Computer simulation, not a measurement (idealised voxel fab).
Name of the process module below: voxel self aligned vias
The width of the displayed cross-section, cut, is 270 nm; its cells are square, with a size of 5 nm.
How to read a cross-section here: the picture is a grid of square cells, written as bands going from the top down, and any band can span one or more rows of cells.
The entry gives the band's vertical extent as a top height and a bottom height in nm, then its horizontal make-up as materials from left to right, each with a width in nm. "blank" stands for empty space; a single material marked "edge to edge" fills the band edge to edge.
Height datum 0, below which the as-received substrate wafer is one material. Lowest band open at the bottom, running downward: "0 nm and below".
It should be noted that a width expressed as "30->40" varies in equal increments from row to row of cells within the band, taking the value of the first number at the top row and that of the second number at the bottom row.
Where the words "nothing changed" appear for a step, the cross-section shows no cell changed by that step; every cell remained as before.
So "Closed void listing" is basically the list of trapped voids: any empty space of 8 cells or more that can't reach the top through an opening. They're written width x height at distance, the distance being from the left edge, and it's all nm.
That trailing text on a step's line, after the settings, is the simulator's own remark on the step.
overlay nm: mask offset rightward from planned place, masked step; negative means leftward offset.

[This section lists the process steps that were planned]
| 1 | RECEIVE,material Si |
| 2 | CONFORMAL_DEP,material SiO2,thk nm 15 |
| 3 | CONFORMAL_DEP,material SiCN,thk nm 5 |
| 4 | DIRECTIONAL_DEP,material SiO2,thk nm 25 |
| 5 | DIRECTIONAL_DEP,material aC,thk nm 15 |
| 6 | PATTERN,tone open,mask id LINES,material resist,width nm 25,pitch nm 65,thk nm 35,overlay nm 0 |
| 7 | DIRECTIONAL_ETCH,etch materials aC,depth nm 15 |
| 8 | STRIP,etch materials resist |
| 9 | DIRECTIONAL_ETCH,etch materials SiO2,depth nm 25 |
| 10 | STRIP,etch materials aC |
| 11 | CONFORMAL_DEP,material TiN,thk nm 5 |
| 12 | FILL_DEP,material W,thk nm 10 |
| 13 | CMP,height nm 45 |
| 14 | SELECTIVE_ETCH,etch materials W Ru TiN,depth nm 10 |
| 15 | FILL_DEP,material SiN,thk nm 10 |
| 16 | CMP,height nm 45 |
| 17 | DIRECTIONAL_DEP,material SiO2,thk nm 20 |
| 18 | DIRECTIONAL_DEP,material aC,thk nm 15 |
| 19 | PATTERN,tone open,mask id VIAS,material resist,width nm 35,pitch nm 65,thk nm 35,overlay nm 0 |
| 20 | DIRECTIONAL_ETCH,etch materials aC,depth nm 15 |
| 21 | STRIP,etch materials resist |
| 22 | DIRECTIONAL_ETCH,etch materials SiO2,depth nm 20 |
| 23 | DIRECTIONAL_ETCH,etch materials SiN,depth nm 10 |
| 24 | STRIP,etch materials aC |
| 25 | CONFORMAL_DEP,material TiN,thk nm 5 |
| 26 | FILL_DEP,material W,thk nm 10 |
| 27 | CMP,height nm 65 |
| 28 | CONFORMAL_DEP,material SiN,thk nm 5 |

[First wafer out of two, processed as planned]

[The cross-section here shows the wafer as received, i.e. in its state after step 1]
	0 nm and below = Si edge to edge
	Closed void listing: none

[Cross-section through the wafer, step 2 finished]
	15 nm to 0 nm = SiO2 edge to edge
	Everything below 0 is unchanged.

[Cross-section through the wafer, step 3 finished]
	20 nm to 15 nm = SiCN edge to edge
	Everything below 15 is unchanged.

[Cross-section through the wafer, step 4 finished]
	45 nm to 20 nm = SiO2 edge to edge
	Everything below 20 is unchanged.

[Cross-section through the wafer, step 5 finished]
	60 nm to 45 nm = aC edge to edge
	Everything below 45 is unchanged.

[Cross-section through the wafer, step 6 finished]
	95 nm to 60 nm = resist=90, then blank=25, then resist=40, then blank=25, then resist=90
	Everything below 60 is unchanged.

[Cross-section through the wafer, step 7 finished]
	80 nm to 60 nm = resist=90, then blank=25, then resist=40, then blank=25, then resist=90
	60 nm to 45 nm = aC=90, then blank=25, then aC=40, then blank=25, then aC=90
	Everything below 45 is unchanged.

[Cross-section through the wafer, step 8 finished]
	60 nm to 45 nm = aC=90, then blank=25, then aC=40, then blank=25, then aC=90
	Everything below 45 is unchanged.

[Cross-section through the wafer, step 9 finished]
	60 nm to 45 nm = aC=90, then blank=25, then aC=40, then blank=25, then aC=90
	45 nm to 20 nm = SiO2=90, then blank=25, then SiO2=40, then blank=25, then SiO2=90
	Everything below 20 is unchanged.

[Cross-section through the wafer, step 10 finished]
	45 nm to 20 nm = SiO2=90, then blank=25, then SiO2=40, then blank=25, then SiO2=90
	Everything below 20 is unchanged.

[Cross-section through the wafer, step 11 finished]
	50 nm to 45 nm = TiN=95, then blank=15, then TiN=50, then blank=15, then TiN=95
	45 nm to 25 nm = SiO2=90, then TiN=5, then blank=15, then TiN=5, then SiO2=40, then TiN=5, then blank=15, then TiN=5, then SiO2=90
	25 nm to 20 nm = SiO2=90, then TiN=25, then SiO2=40, then TiN=25, then SiO2=90
	Everything below 20 is unchanged.

[Cross-section through the wafer, step 12 finished]
	60 nm to 50 nm = W edge to edge
	50 nm to 45 nm = TiN=95, then W=15, then TiN=50, then W=15, then TiN=95
	45 nm to 25 nm = SiO2=90, then TiN=5, then W=15, then TiN=5, then SiO2=40, then TiN=5, then W=15, then TiN=5, then SiO2=90
	Everything below 25 is unchanged.

[Cross-section through the wafer, step 13 finished]
	45 nm to 25 nm = SiO2=90, then TiN=5, then W=15, then TiN=5, then SiO2=40, then TiN=5, then W=15, then TiN=5, then SiO2=90
	Everything below 25 is unchanged.

[Cross-section through the wafer, step 14 finished]
	45 nm to 35 nm = SiO2=90, then blank=25, then SiO2=40, then blank=25, then SiO2=90
	Everything below 35 is unchanged.

[Cross-section through the wafer, step 15 finished]
	55 nm to 45 nm = SiN edge to edge
	45 nm to 35 nm = SiO2=90, then SiN=25, then SiO2=40, then SiN=25, then SiO2=90
	Everything below 35 is unchanged.

[Cross-section through the wafer, step 16 finished]
	45 nm to 35 nm = SiO2=90, then SiN=25, then SiO2=40, then SiN=25, then SiO2=90
	Everything below 35 is unchanged.

[Cross-section through the wafer, step 17 finished]
	65 nm to 45 nm = SiO2 edge to edge
	Everything below 45 is unchanged.

[Cross-section through the wafer, step 18 finished]
	80 nm to 65 nm = aC edge to edge
	Everything below 65 is unchanged.

[Cross-section through the wafer, step 19 finished]
	115 nm to 80 nm = resist=85, then blank=35, then resist=30, then blank=35, then resist=85
	Everything below 80 is unchanged.

[Cross-section through the wafer, step 20 finished]
	100 nm to 80 nm = resist=85, then blank=35, then resist=30, then blank=35, then resist=85
	80 nm to 65 nm = aC=85, then blank=35, then aC=30, then blank=35, then aC=85
	Everything below 65 is unchanged.

[Cross-section through the wafer, step 21 finished]
	80 nm to 65 nm = aC=85, then blank=35, then aC=30, then blank=35, then aC=85
	Everything below 65 is unchanged.

[Cross-section through the wafer, step 22 finished]
	80 nm to 65 nm = aC=85, then blank=35, then aC=30, then blank=35, then aC=85
	65 nm to 45 nm = SiO2=85, then blank=35, then SiO2=30, then blank=35, then SiO2=85
	Everything below 45 is unchanged.

[Cross-section through the wafer, step 23 finished]
	80 nm to 65 nm = aC=85, then blank=35, then aC=30, then blank=35, then aC=85
	65 nm to 45 nm = SiO2=85, then blank=35, then SiO2=30, then blank=35, then SiO2=85
	45 nm to 35 nm = SiO2=90, then blank=25, then SiO2=40, then blank=25, then SiO2=90
	Everything below 35 is unchanged.

[Cross-section through the wafer, step 24 finished]
	65 nm to 45 nm = SiO2=85, then blank=35, then SiO2=30, then blank=35, then SiO2=85
	Everything below 45 is unchanged.

[Cross-section through the wafer, step 25 finished]
	70 nm to 65 nm = TiN=90, then blank=25, then TiN=40, then blank=25, then TiN=90
	65 nm to 50 nm = SiO2=85, then TiN=5, then blank=25, then TiN=5, then SiO2=30, then TiN=5, then blank=25, then TiN=5, then SiO2=85
	50 nm to 40 nm = SiO2=85->90, then TiN=10->5, then blank=15, then TiN=10->5, then SiO2=30->40, then TiN=10->5, then blank=15, then TiN=10->5, then SiO2=85->90
	40 nm to 35 nm = SiO2=90, then TiN=25, then SiO2=40, then TiN=25, then SiO2=90
	Everything below 35 is unchanged.

[Cross-section through the wafer, step 26 finished]
	80 nm to 70 nm = W edge to edge
	70 nm to 65 nm = TiN=90, then W=25, then TiN=40, then W=25, then TiN=90
	65 nm to 50 nm = SiO2=85, then TiN=5, then W=25, then TiN=5, then SiO2=30, then TiN=5, then W=25, then TiN=5, then SiO2=85
	50 nm to 40 nm = SiO2=85->90, then TiN=10->5, then W=15, then TiN=10->5, then SiO2=30->40, then TiN=10->5, then W=15, then TiN=10->5, then SiO2=85->90
	Everything below 40 is unchanged.

[Cross-section through the wafer, step 27 finished]
	65 nm to 50 nm = SiO2=85, then TiN=5, then W=25, then TiN=5, then SiO2=30, then TiN=5, then W=25, then TiN=5, then SiO2=85
	Everything below 50 is unchanged.

[Cross-section through the wafer, step 28 finished]
	70 nm to 65 nm = SiN edge to edge
	Everything below 65 is unchanged.

[Second wafer, same starting conditions and recipe as the first, one mistake in executing it, nothing differs from the first up to and including step 18]

[Cross-section of the second wafer corresponding to the planned conclusion of step 19]
	115 nm to 80 nm = resist=80, then blank=35, then resist=30, then blank=35, then resist=90
	Everything below 80 is unchanged.

[Cross-section of the second wafer corresponding to the planned conclusion of step 20]
	100 nm to 80 nm = resist=80, then blank=35, then resist=30, then blank=35, then resist=90
	80 nm to 65 nm = aC=80, then blank=35, then aC=30, then blank=35, then aC=90
	Everything below 65 is unchanged.

[Cross-section of the second wafer corresponding to the planned conclusion of step 21]
	80 nm to 65 nm = aC=80, then blank=35, then aC=30, then blank=35, then aC=90
	Everything below 65 is unchanged.

[Cross-section of the second wafer corresponding to the planned conclusion of step 22]
	80 nm to 65 nm = aC=80, then blank=35, then aC=30, then blank=35, then aC=90
	65 nm to 45 nm = SiO2=80, then blank=35, then SiO2=30, then blank=35, then SiO2=90
	Everything below 45 is unchanged.

[Cross-section of the second wafer corresponding to the planned conclusion of step 23]
	80 nm to 65 nm = aC=80, then blank=35, then aC=30, then blank=35, then aC=90
	65 nm to 45 nm = SiO2=80, then blank=35, then SiO2=30, then blank=35, then SiO2=90
	45 nm to 35 nm = SiO2=90, then blank=25, then SiO2=40, then blank=25, then SiO2=90
	Everything below 35 is unchanged.

[Cross-section of the second wafer corresponding to the planned conclusion of step 24]
	65 nm to 45 nm = SiO2=80, then blank=35, then SiO2=30, then blank=35, then SiO2=90
	Everything below 45 is unchanged.

[Cross-section of the second wafer corresponding to the planned conclusion of step 25]
	70 nm to 65 nm = TiN=85, then blank=25, then TiN=40, then blank=25, then TiN=95
	65 nm to 50 nm = SiO2=80, then TiN=5, then blank=25, then TiN=5, then SiO2=30, then TiN=5, then blank=25, then TiN=5, then SiO2=90
	50 nm to 40 nm = SiO2=80->90, then TiN=15->5, then blank=15, then TiN=5, then SiO2=30->40, then TiN=15->5, then blank=15, then TiN=5, then SiO2=90
	40 nm to 35 nm = SiO2=90, then TiN=25, then SiO2=40, then TiN=25, then SiO2=90
	Everything below 35 is unchanged.

[Cross-section of the second wafer corresponding to the planned conclusion of step 26]
	80 nm to 70 nm = W edge to edge
	70 nm to 65 nm = TiN=85, then W=25, then TiN=40, then W=25, then TiN=95
	65 nm to 50 nm = SiO2=80, then TiN=5, then W=25, then TiN=5, then SiO2=30, then TiN=5, then W=25, then TiN=5, then SiO2=90
	50 nm to 40 nm = SiO2=80->90, then TiN=15->5, then W=15, then TiN=5, then SiO2=30->40, then TiN=15->5, then W=15, then TiN=5, then SiO2=90
	Everything below 40 is unchanged.

[Cross-section of the second wafer corresponding to the planned conclusion of step 27]
	65 nm to 50 nm = SiO2=80, then TiN=5, then W=25, then TiN=5, then SiO2=30, then TiN=5, then W=25, then TiN=5, then SiO2=90
	Everything below 50 is unchanged.

[Cross-section of the second wafer corresponding to the planned conclusion of step 28]
	70 nm to 65 nm = SiN edge to edge
	Everything below 65 is unchanged.
Want to know what went wrong? step 19 off recipe, ran as PATTERN,tone open,mask id VIAS,material resist,width nm 35,pitch nm 65,thk nm 35,overlay nm -5
Final wafers compared: equal cell tally per material, rearranged layout.
